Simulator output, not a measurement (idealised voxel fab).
Proc. module: voxel trench capacitor
Cross-sectional view cut (width: 300 nm; square cell size: 5 nm).
We lay out every cross-section as a grid of square cells and spell it out in bands from the top down, where one band means one or more rows of cells. Band: top and bottom heights (nm) first, top before bottom; then materials from left to right, widths in nm. "full width" marks a sole material filling the band edge to edge. "air" denotes empty space. Note: height 0 marks the level under which the wafer is uniformly one material as received. Lowest band unbounded below, written "from 0 down". Think of "30 to 40" as a width that walks from the first number to the second as you go down the band, top row to bottom row, taking equal-sized steps from row to row. "nothing different" after a step means that no cell of the cross-section changed. You'll see "Closed void table" listing empty spaces that have no way open to the top, as long as they're 8 cells or more; the notation is width x height at distance, where the distance is from the left edge, and all of it is in nm. Read whatever lies past the settings on a step's line as the simulator's own remark about the step. overlay nm: mask right of planned place by this much (step with mask). Neg. = left.

Steps planned for the process:
1. RECEIVE (material Si)
2. CONFORMAL_DEP (material SiN; thk nm 10)
3. PATTERN (tone open; mask id TRENCH; material resist; width nm 15; pitch nm 40; thk nm 20; overlay nm 0)
4. DIRECTIONAL_ETCH (etch materials SiN; depth nm 10)
5. DIRECTIONAL_ETCH (etch materials Si; depth nm 25)
6. STRIP (etch materials resist)
7. CONFORMAL_DEP (material Al2O3; thk nm 5)
8. FILL_DEP (material polySi; thk nm 5)
9. CMP (height nm 10)

Cross-section of the wafer at receipt, which is the condition after step 1:
    from 0 down | Si full width
    Closed void table: none

Same starting wafer, same plan as above, one mistake in the execution; this is the cross-section at the end of the module:
    from 10 to 0 | polySi 75 nm / Al2O3 5 nm / SiN 15 nm / Al2O3 5 nm / polySi 15 nm / Al2O3 5 nm / SiN 15 nm / Al2O3 5 nm / polySi 15 nm / Al2O3 5 nm / SiN 15 nm / Al2O3 5 nm / polySi 15 nm / Al2O3 5 nm / SiN 15 nm / Al2O3 5 nm / polySi 80 nm
    from 0 to -20 | polySi 75 nm / Al2O3 5 nm / Si 15 nm / Al2O3 5 nm / polySi 15 nm / Al2O3 5 nm / Si 15 nm / Al2O3 5 nm / polySi 15 nm / Al2O3 5 nm / Si 15 nm / Al2O3 5 nm / polySi 15 nm / Al2O3 5 nm / Si 15 nm / Al2O3 5 nm / polySi 80 nm
    from -20 to -25 | Al2O3 80 nm / Si 15 nm / Al2O3 25 nm / Si 15 nm / Al2O3 25 nm / Si 15 nm / Al2O3 25 nm / Si 15 nm / Al2O3 85 nm
    from -25 down | Si full width
    Closed void table: none
Deviation from plan: step 3 deviated from plan and actually ran as PATTERN (tone cover; mask id TRENCH; material resist; width nm 15; pitch nm 40; thk nm 20; overlay nm 0)
